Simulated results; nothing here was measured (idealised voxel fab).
process module | voxel transistor to metal
cross-section cut | 180 nm wide | cells 5 nm
A cross-section is a grid of square cells, given in bands from the top down. A band is one or more rows of cells.
Each band's line starts with the height of the band's top and of its bottom, in nm. Then come its materials from left to right, each with its width in nm. One material with "throughout" fills the band from edge to edge. "air" is empty space.
Height 0 is the level under which the wafer as received is all one material. The lowest band goes on downwards, as in "0 down".
A width such as "30 to 40" changes by the same amount from each row of cells to the next, from the band's top row to its bottom row.
"no change" after a step means that no cell of the cross-section changed.
closed voids: empty space of 8 cells or more with no open way to the top, each as width x height at its distance from the left edge, in nm
after a step's settings: what the simulator itself notes on the step
overlay nm, on a step with a mask: how far to the right of its planned place the mask lay; to the left if negative
plan
1 op RECEIVE | material Si
2 op OXIDIZE | depth nm 5
3 op CONFORMAL_DEP | material SiN | thk nm 15
4 op DIRECTIONAL_DEP | material aC | thk nm 15
5 op PATTERN | tone cover | mask id ACTIVE | material resist | width nm 95 | thk nm 35 | overlay nm 0
6 op DIRECTIONAL_ETCH | etch materials aC | depth nm 15
7 op STRIP | etch materials resist
8 op DIRECTIONAL_ETCH | etch materials SiN | depth nm 15
9 op DIRECTIONAL_ETCH | etch materials SiO2 | depth nm 5
10 op DIRECTIONAL_ETCH | etch materials Si | depth nm 20
11 op STRIP | etch materials aC
12 op OXIDIZE | depth nm 5
13 op FILL_DEP | material SiO2 | thk nm 15
14 op CMP | height nm 15
15 op SELECTIVE_ETCH | etch materials SiO2 | depth nm 5
16 op STRIP | etch materials SiN
17 op SELECTIVE_ETCH | etch materials SiO2 | depth nm 5
18 op OXIDIZE | depth nm 5
19 op DIRECTIONAL_DEP | material polySi | thk nm 20
20 op DIRECTIONAL_DEP | material SiCN | thk nm 15
21 op DIRECTIONAL_DEP | material aC | thk nm 10
22 op PATTERN | tone cover | mask id GATE | material resist | width nm 15 | thk nm 30 | overlay nm 0
23 op DIRECTIONAL_ETCH | etch materials aC | depth nm 10
24 op STRIP | etch materials resist
25 op DIRECTIONAL_ETCH | etch materials SiCN | depth nm 25
26 op DIRECTIONAL_ETCH | etch materials polySi | depth nm 30
27 op STRIP | etch materials aC
28 op CONFORMAL_DEP | material SiO2 | thk nm 5
29 op DIRECTIONAL_ETCH | etch materials SiO2 | depth nm 5
30 op CONFORMAL_DEP | material SiN | thk nm 5
31 op DIRECTIONAL_ETCH | etch materials SiN | depth nm 5
32 op DIRECTIONAL_ETCH | etch materials SiO2 | depth nm 5
33 op DIRECTIONAL_ETCH | etch materials Si | depth nm 10
34 op EPI | material SiGe | thk nm 10
35 op FILL_DEP | material SiO2 | thk nm 10
36 op CMP | height nm 30
37 op DIRECTIONAL_DEP | material SiO2 | thk nm 10
38 op DIRECTIONAL_DEP | material aC | thk nm 10
39 op PATTERN | tone open | mask id CONTACT | material resist | width nm 30 | pitch nm 55 | thk nm 25 | overlay nm 0
40 op DIRECTIONAL_ETCH | etch materials aC | depth nm 10
41 op STRIP | etch materials resist
42 op DIRECTIONAL_ETCH | etch materials SiO2 | depth nm 50
43 op STRIP | etch materials aC
44 op CONFORMAL_DEP | material TiN | thk nm 5
45 op FILL_DEP | material Ru | thk nm 10
46 op CMP | height nm 40
47 op CONFORMAL_DEP | material SiN | thk nm 5
48 op DIRECTIONAL_DEP | material lowk | thk nm 20
49 op PATTERN | tone open | mask id METAL_1 | material resist | width nm 15 | pitch nm 70 | thk nm 20 | overlay nm 0
50 op DIRECTIONAL_ETCH | etch materials lowk | depth nm 20
51 op DIRECTIONAL_ETCH | etch materials SiN | depth nm 5
52 op STRIP | etch materials resist
53 op CONFORMAL_DEP | material TiN | thk nm 5
54 op FILL_DEP | material Ru | thk nm 5
55 op CMP | height nm 65
56 op EPI | material Ru | thk nm 5
57 op FILL_DEP | material SiCN | thk nm 5
58 op DIRECTIONAL_DEP | material lowk | thk nm 30
59 op DIRECTIONAL_DEP | material aC | thk nm 15
60 op PATTERN | tone open | mask id METAL_2 | material resist | width nm 15 | pitch nm 70 | thk nm 35 | overlay nm 0
61 op DIRECTIONAL_ETCH | etch materials aC | depth nm 15
62 op STRIP | etch materials resist
63 op DIRECTIONAL_ETCH | etch materials lowk | depth nm 15
64 op STRIP | etch materials aC
65 op DIRECTIONAL_DEP | material aC | thk nm 10
66 op PATTERN | tone open | mask id METAL_2_HOLES | material resist | width nm 15 | pitch nm 70 | thk nm 30 | overlay nm 0
67 op DIRECTIONAL_ETCH | etch materials aC | depth nm 10
68 op STRIP | etch materials resist
69 op DIRECTIONAL_ETCH | etch materials lowk | depth nm 15
70 op DIRECTIONAL_ETCH | etch materials SiCN | depth nm 5
71 op STRIP | etch materials aC
72 op CONFORMAL_DEP | material TiN | thk nm 5
73 op FILL_DEP | material Cu | thk nm 5
74 op CMP | height nm 105
75 op CONFORMAL_DEP | material SiCN | thk nm 5
as received, after step 1
  0 down: Si throughout
  closed voids: none
a wafer at the end: this start, this plan, one mistake
  110 to 105: SiCN throughout
  105 to 100: SiCN 45 | TiN 15 | SiCN 55 | TiN 15 | SiCN 50
  100 to 95: SiCN 40 | lowk 25 | SiCN 45 | lowk 25 | SiCN 45
  95 to 70: lowk throughout
  70 to 65: lowk 40 | Ru 25 | lowk 45 | Ru 25 | lowk 45
  65 to 45: lowk 45 | TiN 5 | Ru 5 | TiN 5 | lowk 55 | TiN 5 | Ru 5 | TiN 5 | lowk 50
  45 to 40: SiN 45 | TiN 15 | SiN 55 | TiN 15 | SiN 50
  40 to 30: SiO2 45 | TiN 5 | Ru 20 to 15 | TiN 5 to 10 | SiO2 25 | TiN 5 to 10 | Ru 20 to 15 | TiN 5 | SiO2 50
  30 to 15: SiO2 45 | TiN 5 | Ru 15 | TiN 5 | SiN 5 | SiO2 5 | SiCN 15 | SiO2 5 | SiN 5 | TiN 5 | Ru 15 | TiN 5 | SiO2 50
  15 to 5: SiO2 45 | TiN 5 | Ru 15 | TiN 5 | SiN 5 | SiO2 5 | polySi 15 | SiO2 5 | SiN 5 | TiN 5 | Ru 15 | TiN 5 | SiO2 50
  5 to 0: SiO2 40 | SiN 5 | TiN 5 | Ru 5 | TiN 15 | SiN 5 | SiO2 5 | polySi 15 | SiO2 5 | SiN 5 | TiN 15 | Ru 5 | TiN 5 | SiN 5 | SiO2 45
  0 to -5: SiO2 40 | SiN 5 | TiN 5 | Ru 5 | TiN 5 | SiGe 10 | SiN 5 | SiO2 5 | polySi 15 | SiO2 5 | SiN 5 | SiGe 10 | TiN 5 | Ru 5 | TiN 5 | SiN 5 | SiO2 45
  -5 to -10: SiO2 45 | TiN 15 | SiGe 10 | SiO2 35 | SiGe 10 | TiN 15 | SiO2 50
  -10 to -20: SiO2 45 | SiGe 25 | Si 35 | SiGe 25 | SiO2 50
  -20 to -30: SiO2 45 | Si 85 | SiO2 50
  -30 down: Si throughout
  closed voids: none
what went wrong: steps 57 and 58 were swapped
